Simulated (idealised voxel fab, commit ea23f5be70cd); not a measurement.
A process module follows: voxel ribs on slabs.
Displayed cross-section: cut, width of 240 nm, square cells sized 5 nm.
A cross-section in this document is a grid of square cells, and it is written down as bands, the top band listed before the ones below it; a band is made up of one or more rows of cells.
It is stipulated that each band's entry specify, in nanometres, the height of the top of the band and then that of its bottom, followed by the materials of the band in left-to-right sequence, each together with its width in nanometres. A single material marked by the word "all across" is understood to fill the band from edge to edge; the word "empty" is understood to denote empty space.
Height datum 0, below which the as-received substrate wafer is one material. Lowest band open at the bottom, running downward: "from 0 down".
Quick explanation for "30 to 40": the width changes in equal steps down the rows of cells, from the first number in the band's top row to the second number in its bottom row.
Basically "all unchanged" means that step didn't change any cell in the cross-section.
Entry "closed voids". Content: empty spaces with no open connection to the top, size 8 cells or greater. Each: width x height at distance. Distance: from left edge. Unit: nm.
What comes after the settings on a step's line is commentary from the simulator itself on that step.
Regarding "overlay nm": on a step with a mask, it is the distance the mask lay to the right of its planned place; a negative value places it to the left.
-- Process steps foreseen in the plan
| 1 | op RECEIVE | material Si |
| 2 | op DIRECTIONAL_DEP | material SiO2 | thk nm 30 |
| 3 | op DIRECTIONAL_DEP | material SiN | thk nm 25 |
| 4 | op MASKED_ETCH | tone cover | mask id RIB | width nm 30 | etch materials SiN | depth nm 20 | overlay nm 0 |
| 5 | op PATTERN | tone cover | mask id SLAB | material resist | width nm 80 | thk nm 20 | overlay nm 0 |
| 6 | op DIRECTIONAL_ETCH | etch materials SiN | depth nm 5 |
| 7 | op STRIP | etch materials resist |
| 8 | op FILL_DEP | material SiO2 | thk nm 20 |
| 9 | op CMP | height nm 65 |
| 10 | op DIRECTIONAL_DEP | material TiN | thk nm 5 |
| 11 | op MASKED_ETCH | tone cover | mask id HEATER | width nm 40 | etch materials TiN | depth nm 5 | overlay nm 0 |
| 12 | op CONFORMAL_DEP | material SiO2 | thk nm 10 |
-- First of the two wafers, run per plan
-- The cross-section here shows the wafer as received, i.e. in its state after step 1
	from 0 down  Si all across
	closed voids: none
-- Once step 2 is through, the wafer looks like this in cross-section
	from 30 to 0  SiO2 all across
	Lower than 0, everything is as it was.
-- Once step 3 is through, the wafer looks like this in cross-section
	from 55 to 30  SiN all across
	Lower than 30, everything is as it was.
-- Once step 4 is through, the wafer looks like this in cross-section
	from 55 to 35  105 of empty, 30 of SiN, 105 of empty
	Lower than 35, everything is as it was.
-- Once step 5 is through, the wafer looks like this in cross-section
	from 75 to 55  80 of empty, 80 of resist, 80 of empty
	from 55 to 35  80 of empty, 25 of resist, 30 of SiN, 25 of resist, 80 of empty
	Lower than 35, everything is as it was.
-- Once step 6 is through, the wafer looks like this in cross-section
	from 75 to 55  80 of empty, 80 of resist, 80 of empty
	from 55 to 35  80 of empty, 25 of resist, 30 of SiN, 25 of resist, 80 of empty
	from 35 to 30  80 of empty, 80 of SiN, 80 of empty
	Lower than 30, everything is as it was.
-- Once step 7 is through, the wafer looks like this in cross-section
	from 55 to 35  105 of empty, 30 of SiN, 105 of empty
	Lower than 35, everything is as it was.
-- Once step 8 is through, the wafer looks like this in cross-section
	from 75 to 55  SiO2 all across
	from 55 to 35  105 of SiO2, 30 of SiN, 105 of SiO2
	from 35 to 30  80 of SiO2, 80 of SiN, 80 of SiO2
	Lower than 30, everything is as it was.
-- Once step 9 is through, the wafer looks like this in cross-section
	from 65 to 55  SiO2 all across
	Lower than 55, everything is as it was.
-- Once step 10 is through, the wafer looks like this in cross-section
	from 70 to 65  TiN all across
	Lower than 65, everything is as it was.
-- Once step 11 is through, the wafer looks like this in cross-section
	from 70 to 65  100 of empty, 40 of TiN, 100 of empty
	Lower than 65, everything is as it was.
-- Once step 12 is through, the wafer looks like this in cross-section
	from 80 to 75  90 of empty, 60 of SiO2, 90 of empty
	from 75 to 70  SiO2 all across
	from 70 to 65  100 of SiO2, 40 of TiN, 100 of SiO2
	Lower than 65, everything is as it was.
-- Notes, second wafer: start = first wafer's, plan = first wafer's, execution had one mistake; history identical to first through step 3
-- when step 4 should have ended
	from 55 to 35  105 of SiN, 30 of empty, 105 of SiN
	Lower than 35, everything is as it was.
-- when step 5 should have ended
	from 75 to 55  80 of empty, 80 of resist, 80 of empty
	from 55 to 35  105 of SiN, 30 of resist, 105 of SiN
	Lower than 35, everything is as it was.
-- when step 6 should have ended
	from 75 to 55  80 of empty, 80 of resist, 80 of empty
	from 55 to 50  80 of empty, 25 of SiN, 30 of resist, 25 of SiN, 80 of empty
	Lower than 50, everything is as it was.
-- when step 7 should have ended
	from 55 to 50  80 of empty, 25 of SiN, 30 of empty, 25 of SiN, 80 of empty
	from 50 to 35  105 of SiN, 30 of empty, 105 of SiN
	Lower than 35, everything is as it was.
-- when step 8 should have ended
	from 75 to 55  SiO2 all across
	from 55 to 50  80 of SiO2, 25 of SiN, 30 of SiO2, 25 of SiN, 80 of SiO2
	from 50 to 35  105 of SiN, 30 of SiO2, 105 of SiN
	Lower than 35, everything is as it was.
-- when step 9 should have ended
	from 65 to 55  SiO2 all across
	Lower than 55, everything is as it was.
-- when step 10 should have ended
	from 70 to 65  TiN all across
	Lower than 65, everything is as it was.
-- when step 11 should have ended
	from 70 to 65  100 of empty, 40 of TiN, 100 of empty
	Lower than 65, everything is as it was.
-- when step 12 should have ended
	from 80 to 75  90 of empty, 60 of SiO2, 90 of empty
	from 75 to 70  SiO2 all across
	from 70 to 65  100 of SiO2, 40 of TiN, 100 of SiO2
	Lower than 65, everything is as it was.
What was the processing mistake? heads up, step 4 didn't go per plan, it actually ran as op MASKED_ETCH | tone open | mask id RIB | width nm 30 | etch materials SiN | depth nm 20 | overlay nm 0
In the final state, the cell counts of the second wafer exceed or fall short of those of the first for the following materials: SiN: 144 more; SiO2: 144 fewer
